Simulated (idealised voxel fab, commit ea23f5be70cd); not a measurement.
process module | voxel transistor to metal
cross-section cut | 175 nm wide | cells 5 nm
A cross-section is a grid of square cells, given in bands from the top down. A band is one or more rows of cells.
Each band's line starts with the height of the band's top and of its bottom, in nm. Then come its materials from left to right, each with its width in nm. One material with "throughout" fills the band from edge to edge. "air" is empty space.
Height 0 is the level under which the wafer as received is all one material. The lowest band goes on downwards, as in "0 down".
A width such as "30 to 40" changes by the same amount from each row of cells to the next, from the band's top row to its bottom row.
"no change" after a step means that no cell of the cross-section changed.
closed voids: empty space of 8 cells or more with no open way to the top, each as width x height at its distance from the left edge, in nm
after a step's settings: what the simulator itself notes on the step
overlay nm, on a step with a mask: how far to the right of its planned place the mask lay; to the left if negative
plan
1 op RECEIVE | material Si
2 op OXIDIZE | depth nm 5
3 op CONFORMAL_DEP | material SiN | thk nm 15
4 op PATTERN | tone cover | mask id ACTIVE | material resist | width nm 105 | thk nm 15 | overlay nm -15
5 op DIRECTIONAL_ETCH | etch materials SiN | depth nm 15
6 op DIRECTIONAL_ETCH | etch materials SiO2 | depth nm 5
7 op DIRECTIONAL_ETCH | etch materials Si | depth nm 30
8 op STRIP | etch materials resist
9 op OXIDIZE | depth nm 5
10 op FILL_DEP | material SiO2 | thk nm 15
11 op CMP | height nm 15
12 op SELECTIVE_ETCH | etch materials SiO2 | depth nm 5
13 op STRIP | etch materials SiN
14 op SELECTIVE_ETCH | etch materials SiO2 | depth nm 5
15 op OXIDIZE | depth nm 5
16 op DIRECTIONAL_DEP | material polySi | thk nm 30
17 op DIRECTIONAL_DEP | material SiCN | thk nm 10
18 op DIRECTIONAL_DEP | material aC | thk nm 10
19 op PATTERN | tone cover | mask id GATE | material resist | width nm 25 | thk nm 30 | overlay nm 0
20 op DIRECTIONAL_ETCH | etch materials aC | depth nm 10
21 op STRIP | etch materials resist
22 op DIRECTIONAL_ETCH | etch materials SiCN | depth nm 20
23 op DIRECTIONAL_ETCH | etch materials polySi | depth nm 40
24 op STRIP | etch materials aC
25 op CONFORMAL_DEP | material SiN | thk nm 10
26 op DIRECTIONAL_ETCH | etch materials SiN | depth nm 10
27 op DIRECTIONAL_ETCH | etch materials SiO2 | depth nm 5
28 op DIRECTIONAL_ETCH | etch materials Si | depth nm 10
29 op EPI | material SiGe | thk nm 10
30 op FILL_DEP | material SiO2 | thk nm 10
31 op CMP | height nm 25
32 op STRIP | etch materials polySi
33 op SELECTIVE_ETCH | etch materials SiO2 | depth nm 5
34 op CONFORMAL_DEP | material HfO2 | thk nm 5
35 op CONFORMAL_DEP | material TiN | thk nm 5
36 op FILL_DEP | material W | thk nm 5
37 op CMP | height nm 20
38 op DIRECTIONAL_DEP | material SiO2 | thk nm 15
39 op MASKED_ETCH | tone open | mask id CONTACT | width nm 20 | pitch nm 75 | etch materials SiO2 | depth nm 45 | overlay nm 0
40 op CONFORMAL_DEP | material TiN | thk nm 5
41 op FILL_DEP | material Ru | thk nm 5
42 op CMP | height nm 35
43 op DIRECTIONAL_DEP | material TiN | thk nm 5
44 op DIRECTIONAL_DEP | material W | thk nm 25
45 op DIRECTIONAL_DEP | material aC | thk nm 15
46 op PATTERN | tone cover | mask id METAL_1 | material resist | width nm 20 | pitch nm 75 | thk nm 35 | overlay nm 0
47 op DIRECTIONAL_ETCH | etch materials aC | depth nm 15
48 op STRIP | etch materials resist
49 op DIRECTIONAL_ETCH | etch materials W | depth nm 25
50 op DIRECTIONAL_ETCH | etch materials TiN | depth nm 5
51 op STRIP | etch materials aC
52 op FILL_DEP | material SiO2 | thk nm 5
53 op CMP | height nm 65
54 op CONFORMAL_DEP | material SiCN | thk nm 5
55 op DIRECTIONAL_DEP | material lowk | thk nm 30
56 op DIRECTIONAL_DEP | material aC | thk nm 15
57 op PATTERN | tone open | mask id METAL_2 | material resist | width nm 20 | pitch nm 75 | thk nm 30 | overlay nm 0
58 op DIRECTIONAL_ETCH | etch materials aC | depth nm 15
59 op STRIP | etch materials resist
60 op DIRECTIONAL_ETCH | etch materials lowk | depth nm 15
61 op STRIP | etch materials aC
62 op DIRECTIONAL_DEP | material aC | thk nm 15
63 op PATTERN | tone open | mask id METAL_2_HOLES | material resist | width nm 15 | pitch nm 75 | thk nm 30 | overlay nm 0
64 op DIRECTIONAL_ETCH | etch materials aC | depth nm 15
65 op STRIP | etch materials resist
66 op DIRECTIONAL_ETCH | etch materials lowk | depth nm 15
67 op DIRECTIONAL_ETCH | etch materials SiCN | depth nm 5
68 op STRIP | etch materials aC
69 op CONFORMAL_DEP | material TiN | thk nm 5
70 op FILL_DEP | material Cu | thk nm 5
71 op CMP | height nm 100
72 op CONFORMAL_DEP | material SiN | thk nm 5
varied across the wafers: overlay nm of step 4. The plan shows the first wafer's value. All wafers start alike
first wafer as received, after step 1
  0 down: Si throughout
  closed voids: none
first wafer at the end, after step 72
  105 to 100: SiN throughout
  100 to 90: lowk 40 | TiN 5 | Cu 10 | TiN 5 | lowk 55 | TiN 5 | Cu 10 | TiN 5 | lowk 40
  90 to 85: lowk 40 | TiN 5 | Cu 5 | TiN 10 | lowk 55 | TiN 5 | Cu 5 | TiN 10 | lowk 40
  85 to 70: lowk 40 | TiN 5 | Cu 5 | TiN 5 | lowk 60 | TiN 5 | Cu 5 | TiN 5 | lowk 45
  70 to 65: SiCN 40 | TiN 15 | SiCN 60 | TiN 15 | SiCN 45
  65 to 40: SiO2 40 | W 20 | SiO2 55 | W 20 | SiO2 40
  40 to 35: SiO2 40 | TiN 20 | SiO2 55 | TiN 20 | SiO2 40
  35 to 20: SiO2 40 | TiN 5 | Ru 10 | TiN 5 | SiO2 55 | TiN 5 | Ru 10 | TiN 5 | SiO2 40
  20 to 10: SiO2 40 | TiN 5 | Ru 10 | TiN 5 | SiO2 5 | SiN 10 | HfO2 5 | TiN 5 | W 5 | TiN 5 | HfO2 5 | SiN 10 | SiO2 5 | TiN 5 | Ru 10 | TiN 5 | SiO2 40
  10 to 5: SiO2 40 | TiN 5 | Ru 10 | TiN 5 | SiO2 5 | SiN 10 | HfO2 5 | TiN 5 | W 5 | TiN 5 | HfO2 5 | SiN 10 | SiO2 5 | TiN 20 | SiO2 40
  5 to 0: SiO2 15 | SiN 10 | SiO2 15 | TiN 5 | Ru 5 | TiN 10 | SiO2 5 | SiN 10 | HfO2 5 | TiN 5 | W 5 | TiN 5 | HfO2 5 | SiN 10 | SiO2 5 | TiN 5 | SiN 10 | TiN 5 | SiO2 40
  0 to -5: SiO2 15 | SiN 10 | SiO2 15 | TiN 5 | Ru 5 | TiN 5 | SiGe 10 | SiN 10 | HfO2 5 | TiN 15 | HfO2 5 | SiN 10 | SiGe 10 | SiN 10 | TiN 5 | SiO2 40
  -5 to -10: SiO2 40 | TiN 15 | SiGe 10 | SiO2 5 | HfO2 35 | SiO2 5 | SiGe 10 | SiO2 10 | TiN 5 | SiO2 40
  -10 to -20: SiO2 25 | SiGe 40 | Si 45 | SiGe 10 | SiO2 55
  -20 to -40: SiO2 25 | Si 95 | SiO2 55
  -40 down: Si throughout
  closed voids: none
last wafer at the end
  105 to 100: SiN throughout
  100 to 90: lowk 40 | TiN 5 | Cu 10 | TiN 5 | lowk 55 | TiN 5 | Cu 10 | TiN 5 | lowk 40
  90 to 85: lowk 40 | TiN 5 | Cu 5 | TiN 10 | lowk 55 | TiN 5 | Cu 5 | TiN 10 | lowk 40
  85 to 70: lowk 40 | TiN 5 | Cu 5 | TiN 5 | lowk 60 | TiN 5 | Cu 5 | TiN 5 | lowk 45
  70 to 65: SiCN 40 | TiN 15 | SiCN 60 | TiN 15 | SiCN 45
  65 to 40: SiO2 40 | W 20 | SiO2 55 | W 20 | SiO2 40
  40 to 35: SiO2 40 | TiN 20 | SiO2 55 | TiN 20 | SiO2 40
  35 to 20: SiO2 40 | TiN 5 | Ru 10 | TiN 5 | SiO2 55 | TiN 5 | Ru 10 | TiN 5 | SiO2 40
  20 to 10: SiO2 40 | TiN 5 | Ru 10 | TiN 5 | SiO2 5 | SiN 10 | HfO2 5 | TiN 5 | W 5 | TiN 5 | HfO2 5 | SiN 10 | SiO2 5 | TiN 5 | Ru 10 | TiN 5 | SiO2 40
  10 to 5: SiO2 40 | TiN 20 | SiO2 5 | SiN 10 | HfO2 5 | TiN 5 | W 5 | TiN 5 | HfO2 5 | SiN 10 | SiO2 5 | TiN 5 | Ru 10 | TiN 5 | SiO2 40
  5 to 0: SiO2 40 | TiN 5 | SiN 10 | TiN 5 | SiO2 5 | SiN 10 | HfO2 5 | TiN 5 | W 5 | TiN 5 | HfO2 5 | SiN 10 | SiO2 5 | TiN 10 | Ru 5 | TiN 5 | SiO2 15 | SiN 10 | SiO2 15
  0 to -5: SiO2 40 | TiN 5 | SiN 10 | SiGe 10 | SiN 10 | HfO2 5 | TiN 15 | HfO2 5 | SiN 10 | SiGe 10 | TiN 5 | Ru 5 | TiN 5 | SiO2 15 | SiN 10 | SiO2 15
  -5 to -10: SiO2 40 | TiN 5 | SiO2 10 | SiGe 10 | SiO2 5 | HfO2 35 | SiO2 5 | SiGe 10 | TiN 15 | SiO2 40
  -10 to -20: SiO2 55 | SiGe 10 | Si 45 | SiGe 40 | SiO2 25
  -20 to -40: SiO2 55 | Si 95 | SiO2 25
  -40 down: Si throughout
  closed voids: none
each wafer at the end: cells of each material gained (+) or lost (-) since it was received, then its closed voids
overlay nm -15 | +16 Cu | +17 HfO2 | +24 Ru | -186 Si | +29 SiCN | +28 SiGe | +63 SiN | +443 SiO2 | +89 TiN | +44 W | +168 lowk | closed voids: none
overlay nm -10 | +16 Cu | +17 HfO2 | +24 Ru | -186 Si | +29 SiCN | +28 SiGe | +63 SiN | +443 SiO2 | +89 TiN | +44 W | +168 lowk | closed voids: none
overlay nm -5 | +16 Cu | +17 HfO2 | +25 Ru | -186 Si | +29 SiCN | +28 SiGe | +63 SiN | +440 SiO2 | +91 TiN | +44 W | +168 lowk | closed voids: none
overlay nm 0 | +16 Cu | +17 HfO2 | +28 Ru | -186 Si | +29 SiCN | +28 SiGe | +63 SiN | +437 SiO2 | +91 TiN | +44 W | +168 lowk | closed voids: none
overlay nm 5 | +16 Cu | +17 HfO2 | +25 Ru | -186 Si | +29 SiCN | +28 SiGe | +63 SiN | +440 SiO2 | +91 TiN | +44 W | +168 lowk | closed voids: none
overlay nm 10 | +16 Cu | +17 HfO2 | +24 Ru | -186 Si | +29 SiCN | +28 SiGe | +63 SiN | +443 SiO2 | +89 TiN | +44 W | +168 lowk | closed voids: none
overlay nm 15 | +16 Cu | +17 HfO2 | +24 Ru | -186 Si | +29 SiCN | +28 SiGe | +63 SiN | +443 SiO2 | +89 TiN | +44 W | +168 lowk | closed voids: none
